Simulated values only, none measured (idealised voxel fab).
The following process module bears the name voxel ribs on slabs.
For reference, the cross-section in this document is cut, with width 150 nm and square cells of 5 nm.
The cross-sections in this document take the form of a grid made of square cells. They are written out as bands, in order from top to bottom. Each band consists of one or more rows of cells.
Heights first: top, then bottom, in nm. Then materials, left to right, each with a width in nm. "edge to edge" on a single material: fills the band edge to edge. "empty": empty space.
Basically, 0 is our baseline, since under it the wafer straight out of the box is all one material. The bottom band has no lower end and keeps on going down, so it looks like "from 0 down".
Note: "30..40" means the width goes from the first number (top row of the band) to the second number (bottom row) in equal steps per row of cells.
No cell of the cross-section changed in a step that is given as "nothing different".
Voids not open to the top, 8 cells minimum: see "Voids lacking openings". Written width x height at distance; distance is from the left edge; nm.
On a step's line, text after the settings is the simulator commenting on that step.
If you see "overlay nm" on a step's line and that step has a mask, it's telling you how far right of where it was planned the mask ended up; a negative number means it went left instead.
BELOW IS THE LIST OF PLANNED PROCESS STEPS
step 1: RECEIVE | material Si
step 2: DIRECTIONAL_DEP | material SiO2 | thk nm 20
step 3: DIRECTIONAL_DEP | material SiN | thk nm 25
step 4: MASKED_ETCH | tone cover | mask id RIB | width nm 25 | etch materials SiN | depth nm 15 | overlay nm 0
step 5: MASKED_ETCH | tone cover | mask id SLAB | width nm 75 | etch materials SiN | depth nm 10 | overlay nm 0
step 6: FILL_DEP | material SiO2 | thk nm 15
step 7: CMP | height nm 55
step 8: DIRECTIONAL_DEP | material W | thk nm 10
step 9: DIRECTIONAL_DEP | material aC | thk nm 15
step 10: PATTERN | tone cover | mask id HEATER | material resist | width nm 35 | thk nm 30 | overlay nm 0
step 11: DIRECTIONAL_ETCH | etch materials aC | depth nm 15
step 12: STRIP | etch materials resist
step 13: DIRECTIONAL_ETCH | etch materials W | depth nm 10
step 14: STRIP | etch materials aC
step 15: CONFORMAL_DEP | material SiO2 | thk nm 5
RUN AS PLANNED: FIRST OF TWO WAFERS
THIS IS THE CROSS-SECTION OF THE WAFER AS WE RECEIVED IT, I.E. AFTER STEP 1
from 0 down | Si edge to edge
Voids lacking openings: none
WAFER SECTION VIEW AFTER PROCESSING STEP 2
from 20 to 0 | SiO2 edge to edge
Nothing below the height 0 has changed.
WAFER SECTION VIEW AFTER PROCESSING STEP 3
from 45 to 20 | SiN edge to edge
Nothing below the height 20 has changed.
WAFER SECTION VIEW AFTER PROCESSING STEP 4
from 45 to 30 | 60 empty / 25 SiN / 65 empty
Nothing below the height 30 has changed.
WAFER SECTION VIEW AFTER PROCESSING STEP 5
from 45 to 30 | 60 empty / 25 SiN / 65 empty
from 30 to 20 | 35 empty / 75 SiN / 40 empty
Nothing below the height 20 has changed.
WAFER SECTION VIEW AFTER PROCESSING STEP 6
from 60 to 45 | SiO2 edge to edge
from 45 to 30 | 60 SiO2 / 25 SiN / 65 SiO2
from 30 to 20 | 35 SiO2 / 75 SiN / 40 SiO2
Nothing below the height 20 has changed.
WAFER SECTION VIEW AFTER PROCESSING STEP 7
from 55 to 45 | SiO2 edge to edge
Nothing below the height 45 has changed.
WAFER SECTION VIEW AFTER PROCESSING STEP 8
from 65 to 55 | W edge to edge
Nothing below the height 55 has changed.
WAFER SECTION VIEW AFTER PROCESSING STEP 9
from 80 to 65 | aC edge to edge
Nothing below the height 65 has changed.
WAFER SECTION VIEW AFTER PROCESSING STEP 10
from 110 to 80 | 55 empty / 35 resist / 60 empty
Nothing below the height 80 has changed.
WAFER SECTION VIEW AFTER PROCESSING STEP 11
from 95 to 80 | 55 empty / 35 resist / 60 empty
from 80 to 65 | 55 empty / 35 aC / 60 empty
Nothing below the height 65 has changed.
WAFER SECTION VIEW AFTER PROCESSING STEP 12
from 80 to 65 | 55 empty / 35 aC / 60 empty
Nothing below the height 65 has changed.
WAFER SECTION VIEW AFTER PROCESSING STEP 13
from 80 to 65 | 55 empty / 35 aC / 60 empty
from 65 to 55 | 55 empty / 35 W / 60 empty
Nothing below the height 55 has changed.
WAFER SECTION VIEW AFTER PROCESSING STEP 14
from 65 to 55 | 55 empty / 35 W / 60 empty
Nothing below the height 55 has changed.
WAFER SECTION VIEW AFTER PROCESSING STEP 15
from 70 to 65 | 50 empty / 45 SiO2 / 55 empty
from 65 to 60 | 50 empty / 5 SiO2 / 35 W / 5 SiO2 / 55 empty
from 60 to 55 | 55 SiO2 / 35 W / 60 SiO2
Nothing below the height 55 has changed.
THE SECOND WAFER: IDENTICAL TO THE FIRST AT THE OUTSET AND IN ITS PLANNED SEQUENCE, DIFFERING ONLY IN THAT ONE MISTAKE WAS MADE DURING PROCESSING; UP TO AND INCLUDING STEP 1, ITS PATH IS THE FIRST WAFER'S PATH
CROSS-SECTIONAL VIEW OF THE SECOND WAFER AT THE INTENDED END TIME OF PROCESS STEP 2
from 25 to 0 | SiN edge to edge
Nothing below the height 0 has changed.
CROSS-SECTIONAL VIEW OF THE SECOND WAFER AT THE INTENDED END TIME OF PROCESS STEP 3
from 45 to 25 | SiO2 edge to edge
Nothing below the height 25 has changed.
Cross-sectional view of the second wafer at the intended end time of process step 4: nothing different
Cross-sectional view of the second wafer at the intended end time of process step 5: nothing different
CROSS-SECTIONAL VIEW OF THE SECOND WAFER AT THE INTENDED END TIME OF PROCESS STEP 6
from 60 to 25 | SiO2 edge to edge
Nothing below the height 25 has changed.
CROSS-SECTIONAL VIEW OF THE SECOND WAFER AT THE INTENDED END TIME OF PROCESS STEP 7
from 55 to 25 | SiO2 edge to edge
Nothing below the height 25 has changed.
CROSS-SECTIONAL VIEW OF THE SECOND WAFER AT THE INTENDED END TIME OF PROCESS STEP 8
from 65 to 55 | W edge to edge
Nothing below the height 55 has changed.
CROSS-SECTIONAL VIEW OF THE SECOND WAFER AT THE INTENDED END TIME OF PROCESS STEP 9
from 80 to 65 | aC edge to edge
Nothing below the height 65 has changed.
CROSS-SECTIONAL VIEW OF THE SECOND WAFER AT THE INTENDED END TIME OF PROCESS STEP 10
from 110 to 80 | 55 empty / 35 resist / 60 empty
Nothing below the height 80 has changed.
CROSS-SECTIONAL VIEW OF THE SECOND WAFER AT THE INTENDED END TIME OF PROCESS STEP 11
from 95 to 80 | 55 empty / 35 resist / 60 empty
from 80 to 65 | 55 empty / 35 aC / 60 empty
Nothing below the height 65 has changed.
CROSS-SECTIONAL VIEW OF THE SECOND WAFER AT THE INTENDED END TIME OF PROCESS STEP 12
from 80 to 65 | 55 empty / 35 aC / 60 empty
Nothing below the height 65 has changed.
CROSS-SECTIONAL VIEW OF THE SECOND WAFER AT THE INTENDED END TIME OF PROCESS STEP 13
from 80 to 65 | 55 empty / 35 aC / 60 empty
from 65 to 55 | 55 empty / 35 W / 60 empty
Nothing below the height 55 has changed.
CROSS-SECTIONAL VIEW OF THE SECOND WAFER AT THE INTENDED END TIME OF PROCESS STEP 14
from 65 to 55 | 55 empty / 35 W / 60 empty
Nothing below the height 55 has changed.
CROSS-SECTIONAL VIEW OF THE SECOND WAFER AT THE INTENDED END TIME OF PROCESS STEP 15
from 70 to 65 | 50 empty / 45 SiO2 / 55 empty
from 65 to 60 | 50 empty / 5 SiO2 / 35 W / 5 SiO2 / 55 empty
from 60 to 55 | 55 SiO2 / 35 W / 60 SiO2
Nothing below the height 55 has changed.
The plan and the run diverged here: the executed order of steps 2 and 3 is the reverse of that specified in the plan, each step having taken the other's position
In the final state, the cell counts of the second wafer exceed or fall short of those of the first for the following materials: SiN +105, SiO2 -105
